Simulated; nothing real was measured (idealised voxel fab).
Documented hereafter: the process module known as voxel self aligned vias.
Square cell edge 5 nm, section width 190 nm, ID cut.
We lay out every cross-section as a grid of square cells and spell it out in bands from the top down, where one band means one or more rows of cells.
Top, bottom (nm), then materials left to right with widths (nm); lone material tagged "all across" fills the whole band edge to edge; "empty" = empty space.
Heights are reckoned from 0. Under this level, the received wafer is all of one material. The bottommost band is open-ended downward, for example "0 -> down".
Width: "30..40" (first number = top row, second number = bottom row, same change from row to row of cells).
A step reported as "remained unchanged" is a step in which no cell of the cross-section changed.
Any empty space of 8 cells or more lacking an open way to the top shows up in "Unvented voids" as width x height at distance, distance from the left edge, in nm.
Note: text after step settings on the step line = simulator remark on that step.
Among the settings permitted on a step's line is "overlay nm"; applied to a step with a mask, it specifies the extent to which the mask lay to the right of its planned position, whereas a negative figure signifies a position to the left.

**The process steps that were planned are listed below**
1,RECEIVE with material Si
2,CONFORMAL_DEP with material SiO2, thk nm 15
3,CONFORMAL_DEP with material SiCN, thk nm 5
4,DIRECTIONAL_DEP with material SiO2, thk nm 30
5,DIRECTIONAL_DEP with material aC, thk nm 10
6,PATTERN with tone open, mask id LINES, material resist, width nm 25, pitch nm 75, thk nm 30, overlay nm 0
7,DIRECTIONAL_ETCH with etch materials aC, depth nm 10
8,STRIP with etch materials resist
9,DIRECTIONAL_ETCH with etch materials SiO2, depth nm 30
10,STRIP with etch materials aC
11,CONFORMAL_DEP with material TiN, thk nm 5
12,FILL_DEP with material W, thk nm 10
13,CMP with height nm 50
14,SELECTIVE_ETCH with etch materials W Ru TiN, depth nm 5
15,FILL_DEP with material SiN, thk nm 5
16,CMP with height nm 50
17,DIRECTIONAL_DEP with material SiO2, thk nm 20
18,MASKED_ETCH with tone open, mask id VIAS, width nm 45, pitch nm 75, etch materials SiO2, depth nm 20, overlay nm 0
19,MASKED_ETCH with tone open, mask id VIAS, width nm 45, pitch nm 75, etch materials SiN, depth nm 5, overlay nm 0
20,CONFORMAL_DEP with material TiN, thk nm 5
21,FILL_DEP with material W, thk nm 5
22,CMP with height nm 70
23,CONFORMAL_DEP with material SiCN, thk nm 5

**First out of two wafers; run went to plan**

**Incoming wafer, cross-sectional view, post step 1**
  0 -> down: Si all across
  Unvented voids: none

**after step 2**
  15 -> 0: SiO2 all across
  Under the height 0 nothing was changed.

**after step 3**
  20 -> 15: SiCN all across
  Under the height 15 nothing was changed.

**after step 4**
  50 -> 20: SiO2 all across
  Under the height 20 nothing was changed.

**after step 5**
  60 -> 50: aC all across
  Under the height 50 nothing was changed.

**after step 6**
  90 -> 60: 45 nm resist, then 25 nm empty, then 50 nm resist, then 25 nm empty, then 45 nm resist
  Under the height 60 nothing was changed.

**after step 7**
  80 -> 60: 45 nm resist, then 25 nm empty, then 50 nm resist, then 25 nm empty, then 45 nm resist
  60 -> 50: 45 nm aC, then 25 nm empty, then 50 nm aC, then 25 nm empty, then 45 nm aC
  Under the height 50 nothing was changed.

**after step 8**
  60 -> 50: 45 nm aC, then 25 nm empty, then 50 nm aC, then 25 nm empty, then 45 nm aC
  Under the height 50 nothing was changed.

**after step 9**
  60 -> 50: 45 nm aC, then 25 nm empty, then 50 nm aC, then 25 nm empty, then 45 nm aC
  50 -> 20: 45 nm SiO2, then 25 nm empty, then 50 nm SiO2, then 25 nm empty, then 45 nm SiO2
  Under the height 20 nothing was changed.

**after step 10**
  50 -> 20: 45 nm SiO2, then 25 nm empty, then 50 nm SiO2, then 25 nm empty, then 45 nm SiO2
  Under the height 20 nothing was changed.

**after step 11**
  55 -> 50: 50 nm TiN, then 15 nm empty, then 60 nm TiN, then 15 nm empty, then 50 nm TiN
  50 -> 25: 45 nm SiO2, then 5 nm TiN, then 15 nm empty, then 5 nm TiN, then 50 nm SiO2, then 5 nm TiN, then 15 nm empty, then 5 nm TiN, then 45 nm SiO2
  25 -> 20: 45 nm SiO2, then 25 nm TiN, then 50 nm SiO2, then 25 nm TiN, then 45 nm SiO2
  Under the height 20 nothing was changed.

**after step 12**
  65 -> 55: W all across
  55 -> 50: 50 nm TiN, then 15 nm W, then 60 nm TiN, then 15 nm W, then 50 nm TiN
  50 -> 25: 45 nm SiO2, then 5 nm TiN, then 15 nm W, then 5 nm TiN, then 50 nm SiO2, then 5 nm TiN, then 15 nm W, then 5 nm TiN, then 45 nm SiO2
  Under the height 25 nothing was changed.

**after step 13**
  50 -> 25: 45 nm SiO2, then 5 nm TiN, then 15 nm W, then 5 nm TiN, then 50 nm SiO2, then 5 nm TiN, then 15 nm W, then 5 nm TiN, then 45 nm SiO2
  Under the height 25 nothing was changed.

**after step 14**
  50 -> 45: 45 nm SiO2, then 25 nm empty, then 50 nm SiO2, then 25 nm empty, then 45 nm SiO2
  Under the height 45 nothing was changed.

**after step 15**
  55 -> 50: SiN all across
  50 -> 45: 45 nm SiO2, then 25 nm SiN, then 50 nm SiO2, then 25 nm SiN, then 45 nm SiO2
  Under the height 45 nothing was changed.

**after step 16**
  50 -> 45: 45 nm SiO2, then 25 nm SiN, then 50 nm SiO2, then 25 nm SiN, then 45 nm SiO2
  Under the height 45 nothing was changed.

**after step 17**
  70 -> 50: SiO2 all across
  Under the height 50 nothing was changed.

**after step 18**
  70 -> 50: 35 nm SiO2, then 45 nm empty, then 30 nm SiO2, then 45 nm empty, then 35 nm SiO2
  Under the height 50 nothing was changed.

**after step 19**
  70 -> 50: 35 nm SiO2, then 45 nm empty, then 30 nm SiO2, then 45 nm empty, then 35 nm SiO2
  50 -> 45: 45 nm SiO2, then 25 nm empty, then 50 nm SiO2, then 25 nm empty, then 45 nm SiO2
  Under the height 45 nothing was changed.

**after step 20**
  75 -> 70: 40 nm TiN, then 35 nm empty, then 40 nm TiN, then 35 nm empty, then 40 nm TiN
  70 -> 55: 35 nm SiO2, then 5 nm TiN, then 35 nm empty, then 5 nm TiN, then 30 nm SiO2, then 5 nm TiN, then 35 nm empty, then 5 nm TiN, then 35 nm SiO2
  55 -> 50: 35 nm SiO2, then 15 nm TiN, then 15 nm empty, then 15 nm TiN, then 30 nm SiO2, then 15 nm TiN, then 15 nm empty, then 15 nm TiN, then 35 nm SiO2
  50 -> 45: 45 nm SiO2, then 25 nm TiN, then 50 nm SiO2, then 25 nm TiN, then 45 nm SiO2
  Under the height 45 nothing was changed.

**after step 21**
  80 -> 75: W all across
  75 -> 70: 40 nm TiN, then 35 nm W, then 40 nm TiN, then 35 nm W, then 40 nm TiN
  70 -> 55: 35 nm SiO2, then 5 nm TiN, then 35 nm W, then 5 nm TiN, then 30 nm SiO2, then 5 nm TiN, then 35 nm W, then 5 nm TiN, then 35 nm SiO2
  55 -> 50: 35 nm SiO2, then 15 nm TiN, then 15 nm W, then 15 nm TiN, then 30 nm SiO2, then 15 nm TiN, then 15 nm W, then 15 nm TiN, then 35 nm SiO2
  Under the height 50 nothing was changed.

**after step 22**
  70 -> 55: 35 nm SiO2, then 5 nm TiN, then 35 nm W, then 5 nm TiN, then 30 nm SiO2, then 5 nm TiN, then 35 nm W, then 5 nm TiN, then 35 nm SiO2
  Under the height 55 nothing was changed.

**after step 23**
  75 -> 70: SiCN all across
  Under the height 70 nothing was changed.

**Here the second wafer is described. Its start and its plan were those of the first wafer. Its run contained one mistake. Up to and including step 1, it did exactly what the first wafer did**

Second wafer, section view, time point: scheduled end of step 2: remained unchanged

**Second wafer, section view, time point: scheduled end of step 3**
  5 -> 0: SiCN all across
  Under the height 0 nothing was changed.

**Second wafer, section view, time point: scheduled end of step 4**
  35 -> 5: SiO2 all across
  Under the height 5 nothing was changed.

**Second wafer, section view, time point: scheduled end of step 5**
  45 -> 35: aC all across
  Under the height 35 nothing was changed.

**Second wafer, section view, time point: scheduled end of step 6**
  75 -> 45: 45 nm resist, then 25 nm empty, then 50 nm resist, then 25 nm empty, then 45 nm resist
  Under the height 45 nothing was changed.

**Second wafer, section view, time point: scheduled end of step 7**
  65 -> 45: 45 nm resist, then 25 nm empty, then 50 nm resist, then 25 nm empty, then 45 nm resist
  45 -> 35: 45 nm aC, then 25 nm empty, then 50 nm aC, then 25 nm empty, then 45 nm aC
  Under the height 35 nothing was changed.

**Second wafer, section view, time point: scheduled end of step 8**
  45 -> 35: 45 nm aC, then 25 nm empty, then 50 nm aC, then 25 nm empty, then 45 nm aC
  Under the height 35 nothing was changed.

**Second wafer, section view, time point: scheduled end of step 9**
  45 -> 35: 45 nm aC, then 25 nm empty, then 50 nm aC, then 25 nm empty, then 45 nm aC
  35 -> 5: 45 nm SiO2, then 25 nm empty, then 50 nm SiO2, then 25 nm empty, then 45 nm SiO2
  Under the height 5 nothing was changed.

**Second wafer, section view, time point: scheduled end of step 10**
  35 -> 5: 45 nm SiO2, then 25 nm empty, then 50 nm SiO2, then 25 nm empty, then 45 nm SiO2
  Under the height 5 nothing was changed.

**Second wafer, section view, time point: scheduled end of step 11**
  40 -> 35: 50 nm TiN, then 15 nm empty, then 60 nm TiN, then 15 nm empty, then 50 nm TiN
  35 -> 10: 45 nm SiO2, then 5 nm TiN, then 15 nm empty, then 5 nm TiN, then 50 nm SiO2, then 5 nm TiN, then 15 nm empty, then 5 nm TiN, then 45 nm SiO2
  10 -> 5: 45 nm SiO2, then 25 nm TiN, then 50 nm SiO2, then 25 nm TiN, then 45 nm SiO2
  Under the height 5 nothing was changed.

**Second wafer, section view, time point: scheduled end of step 12**
  50 -> 40: W all across
  40 -> 35: 50 nm TiN, then 15 nm W, then 60 nm TiN, then 15 nm W, then 50 nm TiN
  35 -> 10: 45 nm SiO2, then 5 nm TiN, then 15 nm W, then 5 nm TiN, then 50 nm SiO2, then 5 nm TiN, then 15 nm W, then 5 nm TiN, then 45 nm SiO2
  Under the height 10 nothing was changed.

Second wafer, section view, time point: scheduled end of step 13: remained unchanged

**Second wafer, section view, time point: scheduled end of step 14**
  45 -> 40: W all across
  Under the height 40 nothing was changed.

**Second wafer, section view, time point: scheduled end of step 15**
  50 -> 45: SiN all across
  Under the height 45 nothing was changed.

Second wafer, section view, time point: scheduled end of step 16: remained unchanged

**Second wafer, section view, time point: scheduled end of step 17**
  70 -> 50: SiO2 all across
  Under the height 50 nothing was changed.

**Second wafer, section view, time point: scheduled end of step 18**
  70 -> 50: 35 nm SiO2, then 45 nm empty, then 30 nm SiO2, then 45 nm empty, then 35 nm SiO2
  Under the height 50 nothing was changed.

**Second wafer, section view, time point: scheduled end of step 19**
  70 -> 50: 35 nm SiO2, then 45 nm empty, then 30 nm SiO2, then 45 nm empty, then 35 nm SiO2
  50 -> 45: 35 nm SiN, then 45 nm empty, then 30 nm SiN, then 45 nm empty, then 35 nm SiN
  Under the height 45 nothing was changed.

**Second wafer, section view, time point: scheduled end of step 20**
  75 -> 70: 40 nm TiN, then 35 nm empty, then 40 nm TiN, then 35 nm empty, then 40 nm TiN
  70 -> 50: 35 nm SiO2, then 5 nm TiN, then 35 nm empty, then 5 nm TiN, then 30 nm SiO2, then 5 nm TiN, then 35 nm empty, then 5 nm TiN, then 35 nm SiO2
  50 -> 45: 35 nm SiN, then 45 nm TiN, then 30 nm SiN, then 45 nm TiN, then 35 nm SiN
  Under the height 45 nothing was changed.

**Second wafer, section view, time point: scheduled end of step 21**
  80 -> 75: W all across
  75 -> 70: 40 nm TiN, then 35 nm W, then 40 nm TiN, then 35 nm W, then 40 nm TiN
  70 -> 50: 35 nm SiO2, then 5 nm TiN, then 35 nm W, then 5 nm TiN, then 30 nm SiO2, then 5 nm TiN, then 35 nm W, then 5 nm TiN, then 35 nm SiO2
  Under the height 50 nothing was changed.

**Second wafer, section view, time point: scheduled end of step 22**
  70 -> 50: 35 nm SiO2, then 5 nm TiN, then 35 nm W, then 5 nm TiN, then 30 nm SiO2, then 5 nm TiN, then 35 nm W, then 5 nm TiN, then 35 nm SiO2
  Under the height 50 nothing was changed.

**Second wafer, section view, time point: scheduled end of step 23**
  75 -> 70: SiCN all across
  Under the height 70 nothing was changed.
Diagnosis: not run: step 2 of the plan (skipped)
FYI, end of process, the second wafer has more or fewer cells of some materials than the first: SiN: 20 more, SiO2: 114 fewer, TiN: 36 more, W: 58 more
